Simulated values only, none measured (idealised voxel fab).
Title: Process Module voxel self aligned vias
Pictured: cross-section cut, 225 nm wide, on a grid of 5 nm square cells.
We lay out every cross-section as a grid of square cells and spell it out in bands from the top down, where one band means one or more rows of cells.
Top height, bottom height, nm. Materials left to right, width each, nm. Single material + "all across" = fills band edge to edge. "blank" = empty.
Height 0 is the level under which the wafer as received is all one material. The lowest band goes on downwards, as in "from 0 down".
You'd read "30 to 40" like this: the band's top row of cells is as wide as the first number, its bottom row is as wide as the second, and going down, every row changes width by the same amount as the row before did.
When a step is marked "no change occurred", none of the cells in the cross-section changed during that step.
"Enclosed voids" specifies each empty space that is not open to the top and that occupies no fewer than 8 cells, using the form width x height at distance, the distance measured from the left edge and all three quantities in nm.
Text after the settings on a step's line: the simulator's own remark on that step.
overlay nm: for a step with a mask, the amount by which the mask lay right of where it was planned; a negative amount means left of it.

## Here's what the planned process steps look like
1,RECEIVE (material Si)
2,CONFORMAL_DEP (material SiO2; thk nm 15)
3,CONFORMAL_DEP (material SiCN; thk nm 5)
4,DIRECTIONAL_DEP (material lowk; thk nm 30)
5,PATTERN (tone open; mask id LINES; material resist; width nm 25; pitch nm 65; thk nm 20; overlay nm 0)
6,DIRECTIONAL_ETCH (etch materials lowk; depth nm 30)
7,STRIP (etch materials resist)
8,CONFORMAL_DEP (material TiN; thk nm 5)
9,FILL_DEP (material Ru; thk nm 10)
10,CMP (height nm 50)
11,SELECTIVE_ETCH (etch materials W Ru TiN; depth nm 10)
12,FILL_DEP (material SiN; thk nm 10)
13,CMP (height nm 50)
14,DIRECTIONAL_DEP (material lowk; thk nm 15)
15,MASKED_ETCH (tone open; mask id VIAS; width nm 25; pitch nm 65; etch materials lowk; depth nm 15; overlay nm 0)
16,MASKED_ETCH (tone open; mask id VIAS; width nm 35; pitch nm 65; etch materials SiN; depth nm 10; overlay nm 0)
17,CONFORMAL_DEP (material TiN; thk nm 5)
18,FILL_DEP (material Ru; thk nm 10)
19,CMP (height nm 65)
20,CONFORMAL_DEP (material SiCN; thk nm 5)
Wafers differ in width nm at step 15; plan lists the first wafer's value; identical starting state.

## As-received cross-section, first of several wafers, post step 1
> from 0 down  Si all across
> Enclosed voids: none

## Basically each wafer gets a line in the table, showing it at the end of the module: material by material, the cells it gained (+) or lost (-) since we got it, then its closed voids
width nm 25; +42 Ru; +90 SiCN; +135 SiO2; +48 TiN; +315 lowk; Enclosed voids: none
width nm 30; +46 Ru; +90 SiCN; +135 SiO2; +50 TiN; +309 lowk; Enclosed voids: none
width nm 35; +50 Ru; +90 SiCN; +135 SiO2; +52 TiN; +303 lowk; Enclosed voids: none
width nm 40; +54 Ru; +90 SiCN; +135 SiO2; +54 TiN; +297 lowk; Enclosed voids: none
width nm 45; +58 Ru; +90 SiCN; +135 SiO2; +56 TiN; +291 lowk; Enclosed voids: none
width nm 50; +62 Ru; +90 SiCN; +135 SiO2; +58 TiN; +285 lowk; Enclosed voids: none
